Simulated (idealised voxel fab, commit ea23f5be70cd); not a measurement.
A process module follows: voxel double patterning.
For reference, the cross-section in this document is cut, with width 190 nm and square cells of 5 nm.
Square cells in a grid make up a cross-section in this document, and the grid is given as bands, listed from the top down, each one or more rows of cells. Heights first: top, then bottom, in nm. Then materials, left to right, each with a width in nm. "throughout" on a single material: fills the band edge to edge. "air": empty space. It should be noted that heights are counted from 0, beneath which the wafer as supplied is of one material throughout, and that the lowest band possesses no lower boundary but continues downward, as written in "0..down". Think of "30->40" as a width that walks from the first number to the second as you go down the band, top row to bottom row, taking equal-sized steps from row to row. "no change occurred" (step): cross-section cells unchanged, all of them. For the entry "Entrapped void list", the listed items are empty spaces with no open way to the top whose size is 8 cells or more; each item follows the pattern width x height at distance, where distance is from the left edge and all three are in nm. The remark found on a step's line after its settings is issued by the simulator itself and pertains to that step. overlay nm: mask offset rightward from planned place, masked step; negative means leftward offset.

These are the steps we planned for the process:
1) RECEIVE,material Si
2) CONFORMAL_DEP,material SiO2,thk nm 5
3) DIRECTIONAL_DEP,material polySi,thk nm 10
4) DIRECTIONAL_DEP,material SiCN,thk nm 5
5) DIRECTIONAL_DEP,material aC,thk nm 15
6) PATTERN,tone open,mask id FIRST,material resist,width nm 15,pitch nm 50,thk nm 35,overlay nm 0
7) DIRECTIONAL_ETCH,etch materials aC,depth nm 15
8) STRIP,etch materials resist
9) DIRECTIONAL_ETCH,etch materials SiCN,depth nm 5
10) STRIP,etch materials aC
11) MASKED_ETCH,tone open,mask id SECOND,width nm 15,pitch nm 50,etch materials SiCN,depth nm 5,overlay nm 0
12) DIRECTIONAL_ETCH,etch materials polySi,depth nm 10
13) STRIP,etch materials SiCN

First of two wafers: run as planned:

As received (post step 1): cross-section:
  0..down  Si throughout
  Entrapped void list: none

Presented here is a cross-section of the wafer after step 2 has been performed:
  5..0  SiO2 throughout
  Below 0, the layers are the same as they were.

Presented here is a cross-section of the wafer after step 3 has been performed:
  15..5  polySi throughout
  Below 5, the layers are the same as they were.

Presented here is a cross-section of the wafer after step 4 has been performed:
  20..15  SiCN throughout
  Below 15, the layers are the same as they were.

Presented here is a cross-section of the wafer after step 5 has been performed:
  35..20  aC throughout
  Below 20, the layers are the same as they were.

Presented here is a cross-section of the wafer after step 6 has been performed:
  70..35  resist=35 / air=15 / resist=35 / air=15 / resist=35 / air=15 / resist=40
  Below 35, the layers are the same as they were.

Presented here is a cross-section of the wafer after step 7 has been performed:
  55..35  resist=35 / air=15 / resist=35 / air=15 / resist=35 / air=15 / resist=40
  35..20  aC=35 / air=15 / aC=35 / air=15 / aC=35 / air=15 / aC=40
  Below 20, the layers are the same as they were.

Presented here is a cross-section of the wafer after step 8 has been performed:
  35..20  aC=35 / air=15 / aC=35 / air=15 / aC=35 / air=15 / aC=40
  Below 20, the layers are the same as they were.

Presented here is a cross-section of the wafer after step 9 has been performed:
  35..20  aC=35 / air=15 / aC=35 / air=15 / aC=35 / air=15 / aC=40
  20..15  SiCN=35 / air=15 / SiCN=35 / air=15 / SiCN=35 / air=15 / SiCN=40
  Below 15, the layers are the same as they were.

Presented here is a cross-section of the wafer after step 10 has been performed:
  20..15  SiCN=35 / air=15 / SiCN=35 / air=15 / SiCN=35 / air=15 / SiCN=40
  Below 15, the layers are the same as they were.

Presented here is a cross-section of the wafer after step 11 has been performed:
  20..15  SiCN=35 / air=15 / SiCN=10 / air=15 / SiCN=10 / air=15 / SiCN=10 / air=15 / SiCN=10 / air=15 / SiCN=40
  Below 15, the layers are the same as they were.

Presented here is a cross-section of the wafer after step 12 has been performed:
  20..15  SiCN=35 / air=15 / SiCN=10 / air=15 / SiCN=10 / air=15 / SiCN=10 / air=15 / SiCN=10 / air=15 / SiCN=40
  15..5  polySi=35 / air=15 / polySi=10 / air=15 / polySi=10 / air=15 / polySi=10 / air=15 / polySi=10 / air=15 / polySi=40
  Below 5, the layers are the same as they were.

Presented here is a cross-section of the wafer after step 13 has been performed:
  15..5  polySi=35 / air=15 / polySi=10 / air=15 / polySi=10 / air=15 / polySi=10 / air=15 / polySi=10 / air=15 / polySi=40
  Below 5, the layers are the same as they were.

second wafer: like start, like plan, one mistake. Through step 5 it matches the first wafer:

The second wafer cut through, at the time step 6 was supposed to be finished:
  70..35  resist=30 / air=15 / resist=35 / air=15 / resist=35 / air=15 / resist=45
  Below 35, the layers are the same as they were.

The second wafer cut through, at the time step 7 was supposed to be finished:
  55..35  resist=30 / air=15 / resist=35 / air=15 / resist=35 / air=15 / resist=45
  35..20  aC=30 / air=15 / aC=35 / air=15 / aC=35 / air=15 / aC=45
  Below 20, the layers are the same as they were.

The second wafer cut through, at the time step 8 was supposed to be finished:
  35..20  aC=30 / air=15 / aC=35 / air=15 / aC=35 / air=15 / aC=45
  Below 20, the layers are the same as they were.

The second wafer cut through, at the time step 9 was supposed to be finished:
  35..20  aC=30 / air=15 / aC=35 / air=15 / aC=35 / air=15 / aC=45
  20..15  SiCN=30 / air=15 / SiCN=35 / air=15 / SiCN=35 / air=15 / SiCN=45
  Below 15, the layers are the same as they were.

The second wafer cut through, at the time step 10 was supposed to be finished:
  20..15  SiCN=30 / air=15 / SiCN=35 / air=15 / SiCN=35 / air=15 / SiCN=45
  Below 15, the layers are the same as they were.

The second wafer cut through, at the time step 11 was supposed to be finished:
  20..15  SiCN=30 / air=15 / SiCN=15 / air=15 / SiCN=5 / air=15 / SiCN=15 / air=15 / SiCN=5 / air=15 / SiCN=45
  Below 15, the layers are the same as they were.

The second wafer cut through, at the time step 12 was supposed to be finished:
  20..15  SiCN=30 / air=15 / SiCN=15 / air=15 / SiCN=5 / air=15 / SiCN=15 / air=15 / SiCN=5 / air=15 / SiCN=45
  15..5  polySi=30 / air=15 / polySi=15 / air=15 / polySi=5 / air=15 / polySi=15 / air=15 / polySi=5 / air=15 / polySi=45
  Below 5, the layers are the same as they were.

The second wafer cut through, at the time step 13 was supposed to be finished:
  15..5  polySi=30 / air=15 / polySi=15 / air=15 / polySi=5 / air=15 / polySi=15 / air=15 / polySi=5 / air=15 / polySi=45
  Below 5, the layers are the same as they were.
What broke from the plan during processing? step 6 changed vs plan, executed as PATTERN,tone open,mask id FIRST,material resist,width nm 15,pitch nm 50,thk nm 35,overlay nm -5
By the end, you'd get the same cell count for each material on either wafer, but the second wafer puts them somewhere else.
